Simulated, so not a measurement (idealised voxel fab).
Proc. module: voxel transistor to metal
Square cell edge 5 nm, section width 255 nm, ID cut.
Notation: cross-section as square-cell grid; stated in bands, top first, going down; one or more cell rows per band. A band entry consists of two parts. The first gives the height of the band's top and the height of its bottom, in nm. The rest lists the band's materials from left to right, each with its width in nm. A single material labelled with the word "throughout" fills the band from edge to edge, and the word "blank" marks empty space. Zero point of the height axis is 0; under it, received wafer = one material. Lowest band: continues down indefinitely, "z 0 and below". A width given as "30 to 40" starts at the first number in the band's top row and ends at the second number in its bottom row, shifting by an equal amount at every step from row to row. Reading "nothing altered" for a step: not a cell of the cross-section changed in it. Each empty space that has no open way to the top and spans at least 8 cells appears under "Sealed void list" as width x height at distance, the distance counted from the left edge, all in nm. Post-settings text on a step line: simulator's own remark regarding the step. If you see "overlay nm" on a step's line and that step has a mask, it's telling you how far right of where it was planned the mask ended up; a negative number means it went left instead.
Set out below are the planned steps of the process
step 1: op RECEIVE | material Si
step 2: op CONFORMAL_DEP | material SiO2 | thk nm 5
step 3: op CONFORMAL_DEP | material SiN | thk nm 15
step 4: op MASKED_ETCH | tone cover | mask id ACTIVE | width nm 90 | pitch nm 110 | etch materials SiN | depth nm 15 | overlay nm 0
step 5: op MASKED_ETCH | tone cover | mask id ACTIVE | width nm 90 | pitch nm 110 | etch materials SiO2 | depth nm 5 | overlay nm 0
step 6: op MASKED_ETCH | tone cover | mask id ACTIVE | width nm 90 | pitch nm 110 | etch materials Si | depth nm 25 | overlay nm 0
step 7: op OXIDIZE | depth nm 5
step 8: op FILL_DEP | material SiO2 | thk nm 10
step 9: op CMP | height nm 20
step 10: op SELECTIVE_ETCH | etch materials SiO2 | depth nm 10
step 11: op STRIP | etch materials SiN
step 12: op SELECTIVE_ETCH | etch materials SiO2 | depth nm 5
step 13: op OXIDIZE | depth nm 5
step 14: op DIRECTIONAL_DEP | material polySi | thk nm 25
step 15: op DIRECTIONAL_DEP | material SiCN | thk nm 15
step 16: op PATTERN | tone cover | mask id GATE | material resist | width nm 20 | pitch nm 110 | thk nm 20 | overlay nm 0
step 17: op DIRECTIONAL_ETCH | etch materials SiCN | depth nm 25
step 18: op DIRECTIONAL_ETCH | etch materials polySi | depth nm 35
step 19: op STRIP | etch materials resist
step 20: op CONFORMAL_DEP | material SiN | thk nm 10
step 21: op DIRECTIONAL_ETCH | etch materials SiN | depth nm 10
step 22: op DIRECTIONAL_ETCH | etch materials SiO2 | depth nm 5
step 23: op DIRECTIONAL_ETCH | etch materials Si | depth nm 10
step 24: op EPI | material nSi | thk nm 15
step 25: op FILL_DEP | material SiO2 | thk nm 5
step 26: op CMP | height nm 40
step 27: op DIRECTIONAL_DEP | material SiO2 | thk nm 10
step 28: op PATTERN | tone open | mask id CONTACT | material resist | width nm 25 | pitch nm 55 | thk nm 15 | overlay nm 0
step 29: op DIRECTIONAL_ETCH | etch materials SiO2 | depth nm 50
step 30: op STRIP | etch materials resist
step 31: op CONFORMAL_DEP | material TiN | thk nm 5
step 32: op FILL_DEP | material Ru | thk nm 5
step 33: op CMP | height nm 50
step 34: op DIRECTIONAL_DEP | material TiN | thk nm 5
step 35: op DIRECTIONAL_DEP | material Ru | thk nm 15
step 36: op MASKED_ETCH | tone cover | mask id METAL_1 | width nm 15 | etch materials Ru | depth nm 15 | overlay nm 0
step 37: op MASKED_ETCH | tone cover | mask id METAL_1 | width nm 15 | etch materials TiN | depth nm 5 | overlay nm 0
step 38: op CONFORMAL_DEP | material SiN | thk nm 5
step 39: op FILL_DEP | material SiO2 | thk nm 10
step 40: op CMP | height nm 70
step 41: op CONFORMAL_DEP | material SiCN | thk nm 5
step 42: op DIRECTIONAL_DEP | material SiO2 | thk nm 30
step 43: op MASKED_ETCH | tone open | mask id METAL_2 | width nm 15 | pitch nm 110 | etch materials SiO2 | depth nm 15 | overlay nm 0
step 44: op DIRECTIONAL_DEP | material aC | thk nm 10
step 45: op PATTERN | tone open | mask id METAL_2_HOLES | material resist | width nm 15 | pitch nm 110 | thk nm 30 | overlay nm 0
step 46: op DIRECTIONAL_ETCH | etch materials aC | depth nm 10
step 47: op STRIP | etch materials resist
step 48: op DIRECTIONAL_ETCH | etch materials SiO2 | depth nm 15
step 49: op DIRECTIONAL_ETCH | etch materials SiCN | depth nm 5
step 50: op STRIP | etch materials aC
step 51: op CONFORMAL_DEP | material TiN | thk nm 5
step 52: op FILL_DEP | material Ru | thk nm 5
step 53: op CMP | height nm 105
step 54: op CONFORMAL_DEP | material SiN | thk nm 5
Shown in cross-section is the wafer as received, that is, as it stands after step 1
  z 0 and below  Si throughout
  Sealed void list: none
Wafer cross-section at end of module: start and plan as shown above, one execution error
  z 110 to 105  SiN throughout
  z 105 to 75  SiO2 throughout
  z 75 to 70  SiCN throughout
  z 70 to 55  SiO2 25 nm, then SiN 5 nm, then Ru 15 nm, then SiN 5 nm, then SiO2 40 nm, then SiN 5 nm, then Ru 15 nm, then SiN 5 nm, then SiO2 20 nm, then SiN 5 nm, then Ru 15 nm, then SiN 5 nm, then SiO2 40 nm, then SiN 5 nm, then Ru 15 nm, then SiN 5 nm, then SiO2 30 nm
  z 55 to 50  SiN 30 nm, then TiN 15 nm, then SiN 50 nm, then TiN 15 nm, then SiN 30 nm, then TiN 15 nm, then SiN 50 nm, then TiN 15 nm, then SiN 35 nm
  z 50 to 40  SiO2 30 nm, then TiN 5 nm, then Ru 15 to 10 nm, then TiN 5 to 10 nm, then SiO2 30 nm, then TiN 5 to 10 nm, then Ru 15 to 10 nm, then TiN 5 nm, then SiO2 30 nm, then TiN 5 nm, then Ru 15 to 10 nm, then TiN 5 to 10 nm, then SiO2 30 nm, then TiN 5 to 10 nm, then Ru 15 to 10 nm, then TiN 5 nm, then SiO2 35 nm
  z 40 to 25  SiO2 30 nm, then TiN 5 nm, then Ru 10 nm, then TiN 5 nm, then SiN 10 nm, then SiCN 20 nm, then SiN 10 nm, then TiN 5 nm, then Ru 10 nm, then TiN 5 nm, then SiO2 30 nm, then TiN 5 nm, then Ru 10 nm, then TiN 5 nm, then SiN 10 nm, then SiCN 20 nm, then SiN 10 nm, then TiN 5 nm, then Ru 10 nm, then TiN 5 nm, then SiO2 35 nm
  z 25 to 15  SiO2 30 nm, then TiN 5 nm, then Ru 10 nm, then TiN 5 nm, then SiN 10 nm, then polySi 20 nm, then SiN 10 nm, then TiN 5 nm, then Ru 10 nm, then TiN 5 nm, then SiO2 30 nm, then TiN 5 nm, then Ru 10 nm, then TiN 5 nm, then SiN 10 nm, then polySi 20 nm, then SiN 10 nm, then TiN 5 nm, then Ru 10 nm, then TiN 5 nm, then SiO2 35 nm
  z 15 to 10  SiO2 30 nm, then TiN 20 nm, then SiN 10 nm, then polySi 20 nm, then SiN 10 nm, then TiN 20 nm, then SiO2 30 nm, then TiN 20 nm, then SiN 10 nm, then polySi 20 nm, then SiN 10 nm, then TiN 20 nm, then SiO2 35 nm
  z 10 to 5  SiO2 30 nm, then TiN 5 nm, then nSi 15 nm, then SiN 10 nm, then polySi 20 nm, then SiN 10 nm, then nSi 15 nm, then TiN 5 nm, then SiO2 30 nm, then TiN 5 nm, then nSi 15 nm, then SiN 10 nm, then polySi 20 nm, then SiN 10 nm, then nSi 15 nm, then TiN 5 nm, then SiO2 35 nm
  z 5 to 0  SiO2 20 nm, then SiN 10 nm, then TiN 5 nm, then nSi 15 nm, then SiN 10 nm, then polySi 20 nm, then SiN 10 nm, then nSi 15 nm, then TiN 5 nm, then SiN 10 nm, then SiO2 10 nm, then SiN 10 nm, then TiN 5 nm, then nSi 15 nm, then SiN 10 nm, then polySi 20 nm, then SiN 10 nm, then nSi 15 nm, then TiN 5 nm, then SiN 10 nm, then SiO2 25 nm
  z 0 to -5  SiO2 30 nm, then nSi 20 nm, then SiO2 40 nm, then nSi 20 nm, then SiO2 30 nm, then nSi 20 nm, then SiO2 40 nm, then nSi 20 nm, then SiO2 35 nm
  z -5 to -15  SiO2 30 nm, then nSi 20 nm, then Si 40 nm, then nSi 20 nm, then SiO2 30 nm, then nSi 20 nm, then Si 40 nm, then nSi 20 nm, then SiO2 35 nm
  z -15 to -30  SiO2 30 nm, then Si 80 nm, then SiO2 30 nm, then Si 80 nm, then SiO2 35 nm
  z -30 and below  Si throughout
  Sealed void list: none
Want to know what went wrong? step 42 of the plan was carried out twice
